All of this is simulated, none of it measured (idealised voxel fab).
Proc. module: voxel ribs on slabs
The cross-section shown here is cut; it is 270 nm wide and divided into square cells measuring 5 nm on a side.
The cross-sections in this document take the form of a grid made of square cells. They are written out as bands, in order from top to bottom. Each band consists of one or more rows of cells.
Look at the band entry: it leads with the top's height and the bottom's height in nm. Then it lists the materials left to right, with a width in nm for each. The word "edge to edge" on a single material says that material fills the band edge to edge. The word "air" is empty space.
Basically, 0 is our baseline, since under it the wafer straight out of the box is all one material. The bottom band has no lower end and keeps on going down, so it looks like "z 0 and below".
Quick explanation for "30 to 40": the width changes in equal steps down the rows of cells, from the first number in the band's top row to the second number in its bottom row.
What does "no alteration" mean for a step? It means no cell of the cross-section changed in that step.
This entry, "Enclosed void catalog", enumerates those empty regions of no fewer than 8 cells that possess no open connection to the top. Each region is reported in the form width x height at distance, the distance being taken from the left edge, with all three quantities expressed in nm.
Whatever follows a step's settings on its line is a remark the simulator itself makes about that step.
The "overlay nm" setting may appear on a step's line; for a step that uses a mask, it gives how far to the right of its planned position the mask lay, and a negative value indicates the left.

# So here's the lineup of process steps we planned
- 1: RECEIVE: material Si
- 2: DIRECTIONAL_DEP: material SiO2, thk nm 25
- 3: DIRECTIONAL_DEP: material SiN, thk nm 20
- 4: PATTERN: tone cover, mask id RIB, material resist, width nm 30, thk nm 15, overlay nm 0
- 5: DIRECTIONAL_ETCH: etch materials SiN, depth nm 15
- 6: STRIP: etch materials resist
- 7: MASKED_ETCH: tone cover, mask id SLAB, width nm 80, etch materials SiN, depth nm 5, overlay nm 0
- 8: FILL_DEP: material SiO2, thk nm 25
- 9: CMP: height nm 65
- 10: DIRECTIONAL_DEP: material TiN, thk nm 5
- 11: DIRECTIONAL_DEP: material aC, thk nm 15
- 12: PATTERN: tone cover, mask id HEATER, material resist, width nm 40, thk nm 35, overlay nm 0
- 13: DIRECTIONAL_ETCH: etch materials aC, depth nm 15
- 14: STRIP: etch materials resist
- 15: DIRECTIONAL_ETCH: etch materials TiN, depth nm 5
- 16: STRIP: etch materials aC
- 17: CONFORMAL_DEP: material SiO2, thk nm 10

# Cross-section of the incoming wafer, state after step 1
- z 0 and below | Si edge to edge
- Enclosed void catalog: none

# Final cross-section, module run with one mistake (start and plan as above)
- z 80 to 75 | air 105 nm | SiO2 60 nm | air 105 nm
- z 75 to 70 | SiO2 edge to edge
- z 70 to 65 | SiO2 115 nm | TiN 40 nm | SiO2 115 nm
- z 65 to 45 | SiO2 edge to edge
- z 45 to 30 | SiO2 120 nm | SiN 30 nm | SiO2 120 nm
- z 30 to 25 | SiO2 85 nm | SiN 80 nm | SiO2 105 nm
- z 25 to 0 | SiO2 edge to edge
- z 0 and below | Si edge to edge
- Enclosed void catalog: none
What was done differently from what was planned? step 7 ran with different settings than intended, the actual operation and settings being MASKED_ETCH: tone cover, mask id SLAB, width nm 80, etch materials SiN, depth nm 5, overlay nm -10
